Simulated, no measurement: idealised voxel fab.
Process module in this document: voxel transistor to metal
cross-section cut | 145 nm wide | cells 5 nm
If you're reading a cross-section in this doc, picture square cells in a grid; it comes to you as bands, top ones listed first down to the bottom, and a band can be one or more rows of cells. Within each band entry, the heights of the top and of the bottom of the band appear first, in that order and in nm; the materials of the band then follow from left to right, each with its corresponding width in nm. The designation "everywhere" on a single material indicates that it fills the band from edge to edge; the designation "air" indicates empty space. We count height from 0. Below that, the starting wafer is all one material. The lowest band never ends at the bottom but goes on down; see "0 down" for how that is written. When a width is written as two numbers, as in "30..40", the first number is the width in the top row of cells of the band and the second is the width in its bottom row, and the width changes by the same amount from each row to the next. The cross-section has no changed cell in any step marked "no change occurred". The entry titled "Enclosed voids" provides the empty spaces that have no open way to the top, restricted to those of 8 cells or more. Each is presented as width x height at distance, the distance being measured from the left edge, with all three in nm. That trailing text on a step's line, after the settings, is the simulator's own remark on the step. The setting "overlay nm" may be written on the line of a step. When the step uses a mask, the value reports how far to the right of the planned place the mask lay, and a negative value reports that it lay to the left. Pairs, read this way: before one process step on the one hand, after it on the other, the after cross-section ending at the lowest band that changed; the step between, settings included, beneath. Same starting wafer throughout, but possibly different runs of this module, so no pair continues from the pair above unless its entry headed "Prior to processing" says so.

# Prior to processing
> 50 to 40: SiO2 30  TiN 5  W 10  TiN 5  SiO2 50  TiN 5  W 10  TiN 5  SiO2 25
> 40 to 30: SiO2 30  TiN 5  W 10  TiN 5  SiO2 5  SiN 5  SiCN 25  SiN 5  SiO2 10  TiN 5  W 10  TiN 5  SiO2 25
> 30 to 5: SiO2 30  TiN 5  W 10  TiN 5  SiO2 5  SiN 5  polySi 25  SiN 5  SiO2 10  TiN 5  W 10  TiN 5  SiO2 25
> 5 to 0: SiO2 30  TiN 20  SiO2 5  SiN 5  polySi 25  SiN 5  SiO2 10  TiN 20  SiO2 25
> 0 to -5: SiO2 25  SiGe 30  SiO2 35  SiGe 30  SiO2 25
> -5 to -40: SiO2 30  Si 85  SiO2 30
> -40 down: Si everywhere
> Enclosed voids: none

# Cross-Section Thereafter
> 55 to 50: SiCN everywhere
> Whatever lies below 50 is exactly as it was before.
> Enclosed voids: none
The structure shown above changes from one cross-section to the other through CONFORMAL_DEP [material SiCN] [thk nm 5]

Prior to processing: carried over from the after image of the pair right above.

# Cross-Section Thereafter
> 80 to 55: lowk everywhere
> Whatever lies below 55 is exactly as it was before.
> Enclosed voids: none
The structure shown above changes from one cross-section to the other through DIRECTIONAL_DEP [material lowk] [thk nm 25]

Prior to processing: carried over from the after image of the pair right above.

# Cross-Section Thereafter
> 95 to 80: aC everywhere
> Whatever lies below 80 is exactly as it was before.
> Enclosed voids: none
The structure shown above changes from one cross-section to the other through DIRECTIONAL_DEP [material aC] [thk nm 15]

Prior to processing: carried over from the after image of the pair right above.

# Cross-Section Thereafter
> 125 to 95: resist 30  air 15  resist 55  air 15  resist 30
> Whatever lies below 95 is exactly as it was before.
> Enclosed voids: none
The structure shown above changes from one cross-section to the other through PATTERN [tone open] [mask id METAL_1] [material resist] [width nm 15] [pitch nm 70] [thk nm 30] [overlay nm 0]

Prior to processing: carried over from the after image of the pair right above.

# Cross-Section Thereafter
> 110 to 95: resist 30  air 15  resist 55  air 15  resist 30
> 95 to 80: aC 30  air 15  aC 55  air 15  aC 30
> Whatever lies below 80 is exactly as it was before.
> Enclosed voids: none
The structure shown above changes from one cross-section to the other through DIRECTIONAL_ETCH [etch materials aC] [depth nm 15]

Prior to processing: carried over from the after image of the pair right above.

# Cross-Section Thereafter
> 95 to 80: aC 30  air 15  aC 55  air 15  aC 30
> Whatever lies below 80 is exactly as it was before.
> Enclosed voids: none
The structure shown above changes from one cross-section to the other through STRIP [etch materials resist]

Prior to processing: carried over from the after image of the pair right above.

# Cross-Section Thereafter
> 95 to 80: aC 30  air 15  aC 55  air 15  aC 30
> 80 to 55: lowk 30  air 15  lowk 55  air 15  lowk 30
> Whatever lies below 55 is exactly as it was before.
> Enclosed voids: none
The structure shown above changes from one cross-section to the other through DIRECTIONAL_ETCH [etch materials lowk] [depth nm 25]

Prior to processing: carried over from the after image of the pair right above.

# Cross-Section Thereafter
> 95 to 80: aC 30  air 15  aC 55  air 15  aC 30
> 80 to 55: lowk 30  air 15  lowk 55  air 15  lowk 30
> 55 to 50: SiCN 30  air 15  SiCN 55  air 15  SiCN 30
> Whatever lies below 50 is exactly as it was before.
> Enclosed voids: none
The structure shown above changes from one cross-section to the other through DIRECTIONAL_ETCH [etch materials SiCN] [depth nm 5]

Prior to processing: carried over from the after image of the pair right above.

# Cross-Section Thereafter
> 80 to 55: lowk 30  air 15  lowk 55  air 15  lowk 30
> Whatever lies below 55 is exactly as it was before.
> Enclosed voids: none
The structure shown above changes from one cross-section to the other through STRIP [etch materials aC]

Prior to processing: carried over from the after image of the pair right above.

# Cross-Section Thereafter
> 85 to 80: TiN 35  air 5  TiN 65  air 5  TiN 35
> 80 to 55: lowk 30  TiN 5  air 5  TiN 5  lowk 55  TiN 5  air 5  TiN 5  lowk 30
> 55 to 50: SiCN 30  TiN 15  SiCN 55  TiN 15  SiCN 30
> Whatever lies below 50 is exactly as it was before.
> Enclosed voids: none
The structure shown above changes from one cross-section to the other through CONFORMAL_DEP [material TiN] [thk nm 5]

Prior to processing: carried over from the after image of the pair right above.

# Cross-Section Thereafter
> 95 to 85: Ru everywhere
> 85 to 80: TiN 35  Ru 5  TiN 65  Ru 5  TiN 35
> 80 to 55: lowk 30  TiN 5  Ru 5  TiN 5  lowk 55  TiN 5  Ru 5  TiN 5  lowk 30
> Whatever lies below 55 is exactly as it was before.
> Enclosed voids: none
The structure shown above changes from one cross-section to the other through FILL_DEP [material Ru] [thk nm 10]

Prior to processing: carried over from the after image of the pair right above.

# Cross-Section Thereafter
> 80 to 55: lowk 30  TiN 5  Ru 5  TiN 5  lowk 55  TiN 5  Ru 5  TiN 5  lowk 30
> Whatever lies below 55 is exactly as it was before.
> Enclosed voids: none
The structure shown above changes from one cross-section to the other through CMP [height nm 80]

Prior to processing: carried over from the after image of the pair right above.

# Cross-Section Thereafter
> 85 to 80: SiCN everywhere
> Whatever lies below 80 is exactly as it was before.
> Enclosed voids: none
The structure shown above changes from one cross-section to the other through CONFORMAL_DEP [material SiCN] [thk nm 5]

Prior to processing: carried over from the after image of the pair right above.

# Cross-Section Thereafter
> 120 to 85: lowk everywhere
> Whatever lies below 85 is exactly as it was before.
> Enclosed voids: none
The structure shown above changes from one cross-section to the other through DIRECTIONAL_DEP [material lowk] [thk nm 35]

Prior to processing: carried over from the after image of the pair right above.

# Cross-Section Thereafter
> 135 to 120: resist 30  air 15  resist 55  air 15  resist 30
> Whatever lies below 120 is exactly as it was before.
> Enclosed voids: none
The structure shown above changes from one cross-section to the other through PATTERN [tone open] [mask id METAL_2] [material resist] [width nm 15] [pitch nm 70] [thk nm 15] [overlay nm 0]

Prior to processing: carried over from the after image of the pair right above.

# Cross-Section Thereafter
> 135 to 120: resist 30  air 15  resist 55  air 15  resist 30
> 120 to 100: lowk 30  air 15  lowk 55  air 15  lowk 30
> Whatever lies below 100 is exactly as it was before.
> Enclosed voids: none
The structure shown above changes from one cross-section to the other through DIRECTIONAL_ETCH [etch materials lowk] [depth nm 20]

Prior to processing: carried over from the after image of the pair right above.

# Cross-Section Thereafter
> 120 to 100: lowk 30  air 15  lowk 55  air 15  lowk 30
> Whatever lies below 100 is exactly as it was before.
> Enclosed voids: none
The structure shown above changes from one cross-section to the other through STRIP [etch materials resist]

Prior to processing: carried over from the after image of the pair right above.

# Cross-Section Thereafter
> 120 to 85: lowk 30  air 15  lowk 55  air 15  lowk 30
> Whatever lies below 85 is exactly as it was before.
> Enclosed voids: none
The structure shown above changes from one cross-section to the other through MASKED_ETCH [tone open] [mask id METAL_2_HOLES] [width nm 15] [pitch nm 70] [etch materials lowk] [depth nm 15] [overlay nm 0]

Prior to processing: carried over from the after image of the pair right above.

# Cross-Section Thereafter
> 120 to 85: lowk 30  air 15  lowk 55  air 15  lowk 30
> 85 to 80: SiCN 30  air 15  SiCN 55  air 15  SiCN 30
> Whatever lies below 80 is exactly as it was before.
> Enclosed voids: none
The structure shown above changes from one cross-section to the other through MASKED_ETCH [tone open] [mask id METAL_2_HOLES] [width nm 15] [pitch nm 70] [etch materials SiCN] [depth nm 5] [overlay nm 0]

Prior to processing: carried over from the after image of the pair right above.

# Cross-Section Thereafter
> 125 to 120: TiN 35  air 5  TiN 65  air 5  TiN 35
> 120 to 85: lowk 30  TiN 5  air 5  TiN 5  lowk 55  TiN 5  air 5  TiN 5  lowk 30
> 85 to 80: SiCN 30  TiN 15  SiCN 55  TiN 15  SiCN 30
> Whatever lies below 80 is exactly as it was before.
> Enclosed voids: none
The structure shown above changes from one cross-section to the other through CONFORMAL_DEP [material TiN] [thk nm 5]

Prior to processing: carried over from the after image of the pair right above.

# Cross-Section Thereafter
> 135 to 125: Ru everywhere
> 125 to 120: TiN 35  Ru 5  TiN 65  Ru 5  TiN 35
> 120 to 85: lowk 30  TiN 5  Ru 5  TiN 5  lowk 55  TiN 5  Ru 5  TiN 5  lowk 30
> Whatever lies below 85 is exactly as it was before.
> Enclosed voids: none
The structure shown above changes from one cross-section to the other through FILL_DEP [material Ru] [thk nm 10]

Prior to processing: carried over from the after image of the pair right above.

# Cross-Section Thereafter
> 120 to 85: lowk 30  TiN 5  Ru 5  TiN 5  lowk 55  TiN 5  Ru 5  TiN 5  lowk 30
> Whatever lies below 85 is exactly as it was before.
> Enclosed voids: none
The structure shown above changes from one cross-section to the other through CMP [height nm 120]

Prior to processing: carried over from the after image of the pair right above.

# Cross-Section Thereafter
> 125 to 120: SiN everywhere
> Whatever lies below 120 is exactly as it was before.
> Enclosed voids: none
The structure shown above changes from one cross-section to the other through CONFORMAL_DEP [material SiN] [thk nm 5]

# Prior to processing
> 50 to 40: SiO2 everywhere
> 40 to 30: SiO2 55  SiN 5  SiCN 25  SiN 5  SiO2 55
> 30 to 0: SiO2 55  SiN 5  polySi 25  SiN 5  SiO2 55
> 0 to -5: SiO2 25  SiGe 30  SiO2 35  SiGe 30  SiO2 25
> -5 to -40: SiO2 30  Si 85  SiO2 30
> -40 down: Si everywhere
> Enclosed voids: none

# Cross-Section Thereafter
> 70 to 50: resist 25  air 15  resist 55  air 15  resist 35
> Whatever lies below 50 is exactly as it was before.
> Enclosed voids: none
The structure shown above changes from one cross-section to the other through PATTERN [tone open] [mask id CONTACT] [material resist] [width nm 15] [pitch nm 70] [thk nm 20] [overlay nm -5]

Prior to processing: carried over from the after image of the pair right above.

# Cross-Section Thereafter
> 70 to 50: resist 25  air 15  resist 55  air 15  resist 35
> 50 to 40: SiO2 25  air 15  SiO2 55  air 15  SiO2 35
> 40 to 30: SiO2 25  air 15  SiO2 15  SiN 5  SiCN 25  SiN 5  SiO2 5  air 15  SiO2 35
> 30 to 0: SiO2 25  air 15  SiO2 15  SiN 5  polySi 25  SiN 5  SiO2 5  air 15  SiO2 35
> Whatever lies below 0 is exactly as it was before.
> Enclosed voids: none
The structure shown above changes from one cross-section to the other through DIRECTIONAL_ETCH [etch materials SiO2] [depth nm 50]

Prior to processing: carried over from the after image of the pair right above.

# Cross-Section Thereafter
> 50 to 40: SiO2 25  air 15  SiO2 55  air 15  SiO2 35
> Whatever lies below 40 is exactly as it was before.
> Enclosed voids: none
The structure shown above changes from one cross-section to the other through STRIP [etch materials resist]

Prior to processing: carried over from the after image of the pair right above.

# Cross-Section Thereafter
> 55 to 50: TiN 30  air 5  TiN 65  air 5  TiN 40
> 50 to 40: SiO2 25  TiN 5  air 5  TiN 5  SiO2 55  TiN 5  air 5  TiN 5  SiO2 35
> 40 to 30: SiO2 25  TiN 5  air 5  TiN 5  SiO2 15  SiN 5  SiCN 25  SiN 5  SiO2 5  TiN 5  air 5  TiN 5  SiO2 35
> 30 to 5: SiO2 25  TiN 5  air 5  TiN 5  SiO2 15  SiN 5  polySi 25  SiN 5  SiO2 5  TiN 5  air 5  TiN 5  SiO2 35
> 5 to 0: SiO2 25  TiN 15  SiO2 15  SiN 5  polySi 25  SiN 5  SiO2 5  TiN 15  SiO2 35
> Whatever lies below 0 is exactly as it was before.
> Enclosed voids: none
The structure shown above changes from one cross-section to the other through CONFORMAL_DEP [material TiN] [thk nm 5]

Prior to processing: carried over from the after image of the pair right above.

# Cross-Section Thereafter
> 65 to 55: W everywhere
> 55 to 50: TiN 30  W 5  TiN 65  W 5  TiN 40
> 50 to 40: SiO2 25  TiN 5  W 5  TiN 5  SiO2 55  TiN 5  W 5  TiN 5  SiO2 35
> 40 to 30: SiO2 25  TiN 5  W 5  TiN 5  SiO2 15  SiN 5  SiCN 25  SiN 5  SiO2 5  TiN 5  W 5  TiN 5  SiO2 35
> 30 to 5: SiO2 25  TiN 5  W 5  TiN 5  SiO2 15  SiN 5  polySi 25  SiN 5  SiO2 5  TiN 5  W 5  TiN 5  SiO2 35
> Whatever lies below 5 is exactly as it was before.
> Enclosed voids: none
The structure shown above changes from one cross-section to the other through FILL_DEP [material W] [thk nm 10]

Prior to processing: carried over from the after image of the pair right above.

# Cross-Section Thereafter
> 50 to 40: SiO2 25  TiN 5  W 5  TiN 5  SiO2 55  TiN 5  W 5  TiN 5  SiO2 35
> Whatever lies below 40 is exactly as it was before.
> Enclosed voids: none
The structure shown above changes from one cross-section to the other through CMP [height nm 50]

Prior to processing: carried over from the after image of the pair right above.

# Cross-Section Thereafter
> 55 to 50: SiCN everywhere
> Whatever lies below 50 is exactly as it was before.
> Enclosed voids: none
The structure shown above changes from one cross-section to the other through CONFORMAL_DEP [material SiCN] [thk nm 5]

Prior to processing: carried over from the after image of the pair right above.

# Cross-Section Thereafter
> 80 to 55: lowk everywhere
> Whatever lies below 55 is exactly as it was before.
> Enclosed voids: none
The structure shown above changes from one cross-section to the other through DIRECTIONAL_DEP [material lowk] [thk nm 25]

Prior to processing: carried over from the after image of the pair right above.

# Cross-Section Thereafter
> 95 to 80: aC everywhere
> Whatever lies below 80 is exactly as it was before.
> Enclosed voids: none
The structure shown above changes from one cross-section to the other through DIRECTIONAL_DEP [material aC] [thk nm 15]

Prior to processing: carried over from the after image of the pair right above.

# Cross-Section Thereafter
> 125 to 95: resist 30  air 15  resist 55  air 15  resist 30
> Whatever lies below 95 is exactly as it was before.
> Enclosed voids: none
The structure shown above changes from one cross-section to the other through PATTERN [tone open] [mask id METAL_1] [material resist] [width nm 15] [pitch nm 70] [thk nm 30] [overlay nm 0]

Prior to processing: carried over from the after image of the pair right above.

# Cross-Section Thereafter
> 110 to 95: resist 30  air 15  resist 55  air 15  resist 30
> 95 to 80: aC 30  air 15  aC 55  air 15  aC 30
> Whatever lies below 80 is exactly as it was before.
> Enclosed voids: none
The structure shown above changes from one cross-section to the other through DIRECTIONAL_ETCH [etch materials aC] [depth nm 15]

Prior to processing: carried over from the after image of the pair right above.

# Cross-Section Thereafter
> 95 to 80: aC 30  air 15  aC 55  air 15  aC 30
> Whatever lies below 80 is exactly as it was before.
> Enclosed voids: none
The structure shown above changes from one cross-section to the other through STRIP [etch materials resist]

Prior to processing: carried over from the after image of the pair right above.

# Cross-Section Thereafter
> 95 to 80: aC 30  air 15  aC 55  air 15  aC 30
> 80 to 55: lowk 30  air 15  lowk 55  air 15  lowk 30
> Whatever lies below 55 is exactly as it was before.
> Enclosed voids: none
The structure shown above changes from one cross-section to the other through DIRECTIONAL_ETCH [etch materials lowk] [depth nm 25]

Prior to processing: carried over from the after image of the pair right above.

# Cross-Section Thereafter
> 95 to 80: aC 30  air 15  aC 55  air 15  aC 30
> 80 to 55: lowk 30  air 15  lowk 55  air 15  lowk 30
> 55 to 50: SiCN 30  air 15  SiCN 55  air 15  SiCN 30
> Whatever lies below 50 is exactly as it was before.
> Enclosed voids: none
The structure shown above changes from one cross-section to the other through DIRECTIONAL_ETCH [etch materials SiCN] [depth nm 5]

Prior to processing: carried over from the after image of the pair right above.

# Cross-Section Thereafter
> 80 to 55: lowk 30  air 15  lowk 55  air 15  lowk 30
> Whatever lies below 55 is exactly as it was before.
> Enclosed voids: none
The structure shown above changes from one cross-section to the other through STRIP [etch materials aC]

Prior to processing: carried over from the after image of the pair right above.

# Cross-Section Thereafter
> 85 to 80: TiN 35  air 5  TiN 65  air 5  TiN 35
> 80 to 55: lowk 30  TiN 5  air 5  TiN 5  lowk 55  TiN 5  air 5  TiN 5  lowk 30
> 55 to 50: SiCN 30  TiN 15  SiCN 55  TiN 15  SiCN 30
> Whatever lies below 50 is exactly as it was before.
> Enclosed voids: none
The structure shown above changes from one cross-section to the other through CONFORMAL_DEP [material TiN] [thk nm 5]

Prior to processing: carried over from the after image of the pair right above.

# Cross-Section Thereafter
> 95 to 85: Ru everywhere
> 85 to 80: TiN 35  Ru 5  TiN 65  Ru 5  TiN 35
> 80 to 55: lowk 30  TiN 5  Ru 5  TiN 5  lowk 55  TiN 5  Ru 5  TiN 5  lowk 30
> Whatever lies below 55 is exactly as it was before.
> Enclosed voids: none
The structure shown above changes from one cross-section to the other through FILL_DEP [material Ru] [thk nm 10]

Prior to processing: carried over from the after image of the pair right above.

# Cross-Section Thereafter
> 80 to 55: lowk 30  TiN 5  Ru 5  TiN 5  lowk 55  TiN 5  Ru 5  TiN 5  lowk 30
> Whatever lies below 55 is exactly as it was before.
> Enclosed voids: none
The structure shown above changes from one cross-section to the other through CMP [height nm 80]

Prior to processing: carried over from the after image of the pair right above.

# Cross-Section Thereafter
> 85 to 80: SiCN everywhere
> Whatever lies below 80 is exactly as it was before.
> Enclosed voids: none
The structure shown above changes from one cross-section to the other through CONFORMAL_DEP [material SiCN] [thk nm 5]

Prior to processing: carried over from the after image of the pair right above.

# Cross-Section Thereafter
> 120 to 85: lowk everywhere
> Whatever lies below 85 is exactly as it was before.
> Enclosed voids: none
The structure shown above changes from one cross-section to the other through DIRECTIONAL_DEP [material lowk] [thk nm 35]

Prior to processing: carried over from the after image of the pair right above.

# Cross-Section Thereafter
> 135 to 120: resist 30  air 15  resist 55  air 15  resist 30
> Whatever lies below 120 is exactly as it was before.
> Enclosed voids: none
The structure shown above changes from one cross-section to the other through PATTERN [tone open] [mask id METAL_2] [material resist] [width nm 15] [pitch nm 70] [thk nm 15] [overlay nm 0]

Prior to processing: carried over from the after image of the pair right above.

# Cross-Section Thereafter
> 135 to 120: resist 30  air 15  resist 55  air 15  resist 30
> 120 to 100: lowk 30  air 15  lowk 55  air 15  lowk 30
> Whatever lies below 100 is exactly as it was before.
> Enclosed voids: none
The structure shown above changes from one cross-section to the other through DIRECTIONAL_ETCH [etch materials lowk] [depth nm 20]

Prior to processing: carried over from the after image of the pair right above.

# Cross-Section Thereafter
> 120 to 100: lowk 30  air 15  lowk 55  air 15  lowk 30
> Whatever lies below 100 is exactly as it was before.
> Enclosed voids: none
The structure shown above changes from one cross-section to the other through STRIP [etch materials resist]

Prior to processing: carried over from the after image of the pair right above.

# Cross-Section Thereafter
> 120 to 85: lowk 30  air 15  lowk 55  air 15  lowk 30
> Whatever lies below 85 is exactly as it was before.
> Enclosed voids: none
The structure shown above changes from one cross-section to the other through MASKED_ETCH [tone open] [mask id METAL_2_HOLES] [width nm 15] [pitch nm 70] [etch materials lowk] [depth nm 15] [overlay nm 0]

Prior to processing: carried over from the after image of the pair right above.

# Cross-Section Thereafter
> 120 to 85: lowk 30  air 15  lowk 55  air 15  lowk 30
> 85 to 80: SiCN 30  air 15  SiCN 55  air 15  SiCN 30
> Whatever lies below 80 is exactly as it was before.
> Enclosed voids: none
The structure shown above changes from one cross-section to the other through MASKED_ETCH [tone open] [mask id METAL_2_HOLES] [width nm 15] [pitch nm 70] [etch materials SiCN] [depth nm 5] [overlay nm 0]

Prior to processing: carried over from the after image of the pair right above.

# Cross-Section Thereafter
> 125 to 120: TiN 35  air 5  TiN 65  air 5  TiN 35
> 120 to 85: lowk 30  TiN 5  air 5  TiN 5  lowk 55  TiN 5  air 5  TiN 5  lowk 30
> 85 to 80: SiCN 30  TiN 15  SiCN 55  TiN 15  SiCN 30
> Whatever lies below 80 is exactly as it was before.
> Enclosed voids: none
The structure shown above changes from one cross-section to the other through CONFORMAL_DEP [material TiN] [thk nm 5]

Prior to processing: carried over from the after image of the pair right above.

# Cross-Section Thereafter
> 135 to 125: Ru everywhere
> 125 to 120: TiN 35  Ru 5  TiN 65  Ru 5  TiN 35
> 120 to 85: lowk 30  TiN 5  Ru 5  TiN 5  lowk 55  TiN 5  Ru 5  TiN 5  lowk 30
> Whatever lies below 85 is exactly as it was before.
> Enclosed voids: none
The structure shown above changes from one cross-section to the other through FILL_DEP [material Ru] [thk nm 10]

Prior to processing: carried over from the after image of the pair right above.

# Cross-Section Thereafter
> 120 to 85: lowk 30  TiN 5  Ru 5  TiN 5  lowk 55  TiN 5  Ru 5  TiN 5  lowk 30
> Whatever lies below 85 is exactly as it was before.
> Enclosed voids: none
The structure shown above changes from one cross-section to the other through CMP [height nm 120]

Prior to processing: carried over from the after image of the pair right above.

# Cross-Section Thereafter
> 125 to 120: SiN everywhere
> Whatever lies below 120 is exactly as it was before.
> Enclosed voids: none
The structure shown above changes from one cross-section to the other through CONFORMAL_DEP [material SiN] [thk nm 5]

# Prior to processing
> 40 to 30: air 55  SiN 5  SiCN 25  SiN 5  air 55
> 30 to 0: air 55  SiN 5  polySi 25  SiN 5  air 55
> 0 to -5: air 55  SiO2 35  air 55
> -5 to -40: SiO2 30  Si 85  SiO2 30
> -40 down: Si everywhere
> Enclosed voids: none

# Cross-Section Thereafter
> 40 to 30: air 55  SiN 5  SiCN 25  SiN 5  air 55
> 30 to 0: air 55  SiN 5  polySi 25  SiN 5  air 55
> 0 to -5: air 25  Si 30  SiO2 35  Si 30  air 25
> Whatever lies below -5 is exactly as it was before.
> Enclosed voids: none
The structure shown above changes from one cross-section to the other through EPI [material Si] [thk nm 5]

Prior to processing: carried over from the after image of the pair right above.

# Cross-Section Thereafter
> 45 to 40: SiO2 everywhere
> 40 to 30: SiO2 55  SiN 5  SiCN 25  SiN 5  SiO2 55
> 30 to 0: SiO2 55  SiN 5  polySi 25  SiN 5  SiO2 55
> 0 to -5: SiO2 25  Si 30  SiO2 35  Si 30  SiO2 25
> Whatever lies below -5 is exactly as it was before.
> Enclosed voids: none
The structure shown above changes from one cross-section to the other through FILL_DEP [material SiO2] [thk nm 5]

Prior to processing: carried over from the after image of the pair right above.

# Cross-Section Thereafter
> 40 to 30: SiO2 55  SiN 5  SiCN 25  SiN 5  SiO2 55
> Whatever lies below 30 is exactly as it was before.
> Enclosed voids: none
The structure shown above changes from one cross-section to the other through CMP [height nm 40]

Prior to processing: carried over from the after image of the pair right above.

# Cross-Section Thereafter
> 50 to 40: SiO2 everywhere
> Whatever lies below 40 is exactly as it was before.
> Enclosed voids: none
The structure shown above changes from one cross-section to the other through DIRECTIONAL_DEP [material SiO2] [thk nm 10]

Prior to processing: carried over from the after image of the pair right above.

# Cross-Section Thereafter
> 70 to 50: resist 30  air 15  resist 55  air 15  resist 30
> Whatever lies below 50 is exactly as it was before.
> Enclosed voids: none
The structure shown above changes from one cross-section to the other through PATTERN [tone open] [mask id CONTACT] [material resist] [width nm 15] [pitch nm 70] [thk nm 20] [overlay nm 0]

Prior to processing: carried over from the after image of the pair right above.

# Cross-Section Thereafter
> 70 to 50: resist 30  air 15  resist 55  air 15  resist 30
> 50 to 40: SiO2 30  air 15  SiO2 55  air 15  SiO2 30
> 40 to 30: SiO2 30  air 15  SiO2 10  SiN 5  SiCN 25  SiN 5  SiO2 10  air 15  SiO2 30
> 30 to 0: SiO2 30  air 15  SiO2 10  SiN 5  polySi 25  SiN 5  SiO2 10  air 15  SiO2 30
> Whatever lies below 0 is exactly as it was before.
> Enclosed voids: none
The structure shown above changes from one cross-section to the other through DIRECTIONAL_ETCH [etch materials SiO2] [depth nm 50]

Prior to processing: carried over from the after image of the pair right above.

# Cross-Section Thereafter
> 50 to 40: SiO2 30  air 15  SiO2 55  air 15  SiO2 30
> Whatever lies below 40 is exactly as it was before.
> Enclosed voids: none
The structure shown above changes from one cross-section to the other through STRIP [etch materials resist]

Prior to processing: carried over from the after image of the pair right above.

# Cross-Section Thereafter
> 55 to 50: TiN 35  air 5  TiN 65  air 5  TiN 35
> 50 to 40: SiO2 30  TiN 5  air 5  TiN 5  SiO2 55  TiN 5  air 5  TiN 5  SiO2 30
> 40 to 30: SiO2 30  TiN 5  air 5  TiN 5  SiO2 10  SiN 5  SiCN 25  SiN 5  SiO2 10  TiN 5  air 5  TiN 5  SiO2 30
> 30 to 5: SiO2 30  TiN 5  air 5  TiN 5  SiO2 10  SiN 5  polySi 25  SiN 5  SiO2 10  TiN 5  air 5  TiN 5  SiO2 30
> 5 to 0: SiO2 30  TiN 15  SiO2 10  SiN 5  polySi 25  SiN 5  SiO2 10  TiN 15  SiO2 30
> Whatever lies below 0 is exactly as it was before.
> Enclosed voids: none
The structure shown above changes from one cross-section to the other through CONFORMAL_DEP [material TiN] [thk nm 5]

Prior to processing: carried over from the after image of the pair right above.

# Cross-Section Thereafter
> 65 to 55: W everywhere
> 55 to 50: TiN 35  W 5  TiN 65  W 5  TiN 35
> 50 to 40: SiO2 30  TiN 5  W 5  TiN 5  SiO2 55  TiN 5  W 5  TiN 5  SiO2 30
> 40 to 30: SiO2 30  TiN 5  W 5  TiN 5  SiO2 10  SiN 5  SiCN 25  SiN 5  SiO2 10  TiN 5  W 5  TiN 5  SiO2 30
> 30 to 5: SiO2 30  TiN 5  W 5  TiN 5  SiO2 10  SiN 5  polySi 25  SiN 5  SiO2 10  TiN 5  W 5  TiN 5  SiO2 30
> Whatever lies below 5 is exactly as it was before.
> Enclosed voids: none
The structure shown above changes from one cross-section to the other through FILL_DEP [material W] [thk nm 10]

Prior to processing: carried over from the after image of the pair right above.

# Cross-Section Thereafter
> 50 to 40: SiO2 30  TiN 5  W 5  TiN 5  SiO2 55  TiN 5  W 5  TiN 5  SiO2 30
> Whatever lies below 40 is exactly as it was before.
> Enclosed voids: none
The structure shown above changes from one cross-section to the other through CMP [height nm 50]

Prior to processing: carried over from the after image of the pair right above.

# Cross-Section Thereafter
> 55 to 50: SiCN everywhere
> Whatever lies below 50 is exactly as it was before.
> Enclosed voids: none
The structure shown above changes from one cross-section to the other through CONFORMAL_DEP [material SiCN] [thk nm 5]

Prior to processing: carried over from the after image of the pair right above.

# Cross-Section Thereafter
> 80 to 55: lowk everywhere
> Whatever lies below 55 is exactly as it was before.
> Enclosed voids: none
The structure shown above changes from one cross-section to the other through DIRECTIONAL_DEP [material lowk] [thk nm 25]

Prior to processing: carried over from the after image of the pair right above.

# Cross-Section Thereafter
> 95 to 80: aC everywhere
> Whatever lies below 80 is exactly as it was before.
> Enclosed voids: none
The structure shown above changes from one cross-section to the other through DIRECTIONAL_DEP [material aC] [thk nm 15]

Prior to processing: carried over from the after image of the pair right above.

# Cross-Section Thereafter
> 125 to 95: resist 30  air 15  resist 55  air 15  resist 30
> Whatever lies below 95 is exactly as it was before.
> Enclosed voids: none
The structure shown above changes from one cross-section to the other through PATTERN [tone open] [mask id METAL_1] [material resist] [width nm 15] [pitch nm 70] [thk nm 30] [overlay nm 0]

Prior to processing: carried over from the after image of the pair right above.

# Cross-Section Thereafter
> 110 to 95: resist 30  air 15  resist 55  air 15  resist 30
> 95 to 80: aC 30  air 15  aC 55  air 15  aC 30
> Whatever lies below 80 is exactly as it was before.
> Enclosed voids: none
The structure shown above changes from one cross-section to the other through DIRECTIONAL_ETCH [etch materials aC] [depth nm 15]

Prior to processing: carried over from the after image of the pair right above.

# Cross-Section Thereafter
> 95 to 80: aC 30  air 15  aC 55  air 15  aC 30
> Whatever lies below 80 is exactly as it was before.
> Enclosed voids: none
The structure shown above changes from one cross-section to the other through STRIP [etch materials resist]

Prior to processing: carried over from the after image of the pair right above.

# Cross-Section Thereafter
> 95 to 80: aC 30  air 15  aC 55  air 15  aC 30
> 80 to 55: lowk 30  air 15  lowk 55  air 15  lowk 30
> Whatever lies below 55 is exactly as it was before.
> Enclosed voids: none
The structure shown above changes from one cross-section to the other through DIRECTIONAL_ETCH [etch materials lowk] [depth nm 25]

Prior to processing: carried over from the after image of the pair right above.

# Cross-Section Thereafter
> 95 to 80: aC 30  air 15  aC 55  air 15  aC 30
> 80 to 55: lowk 30  air 15  lowk 55  air 15  lowk 30
> 55 to 50: SiCN 30  air 15  SiCN 55  air 15  SiCN 30
> Whatever lies below 50 is exactly as it was before.
> Enclosed voids: none
The structure shown above changes from one cross-section to the other through DIRECTIONAL_ETCH [etch materials SiCN] [depth nm 5]

Prior to processing: carried over from the after image of the pair right above.

# Cross-Section Thereafter
> 80 to 55: lowk 30  air 15  lowk 55  air 15  lowk 30
> Whatever lies below 55 is exactly as it was before.
> Enclosed voids: none
The structure shown above changes from one cross-section to the other through STRIP [etch materials aC]

Prior to processing: carried over from the after image of the pair right above.

# Cross-Section Thereafter
> 85 to 80: TiN 35  air 5  TiN 65  air 5  TiN 35
> 80 to 55: lowk 30  TiN 5  air 5  TiN 5  lowk 55  TiN 5  air 5  TiN 5  lowk 30
> 55 to 50: SiCN 30  TiN 15  SiCN 55  TiN 15  SiCN 30
> Whatever lies below 50 is exactly as it was before.
> Enclosed voids: none
The structure shown above changes from one cross-section to the other through CONFORMAL_DEP [material TiN] [thk nm 5]

Prior to processing: carried over from the after image of the pair right above.

# Cross-Section Thereafter
> 95 to 85: Ru everywhere
> 85 to 80: TiN 35  Ru 5  TiN 65  Ru 5  TiN 35
> 80 to 55: lowk 30  TiN 5  Ru 5  TiN 5  lowk 55  TiN 5  Ru 5  TiN 5  lowk 30
> Whatever lies below 55 is exactly as it was before.
> Enclosed voids: none
The structure shown above changes from one cross-section to the other through FILL_DEP [material Ru] [thk nm 10]

Prior to processing: carried over from the after image of the pair right above.

# Cross-Section Thereafter
> 80 to 55: lowk 30  TiN 5  Ru 5  TiN 5  lowk 55  TiN 5  Ru 5  TiN 5  lowk 30
> Whatever lies below 55 is exactly as it was before.
> Enclosed voids: none
The structure shown above changes from one cross-section to the other through CMP [height nm 80]
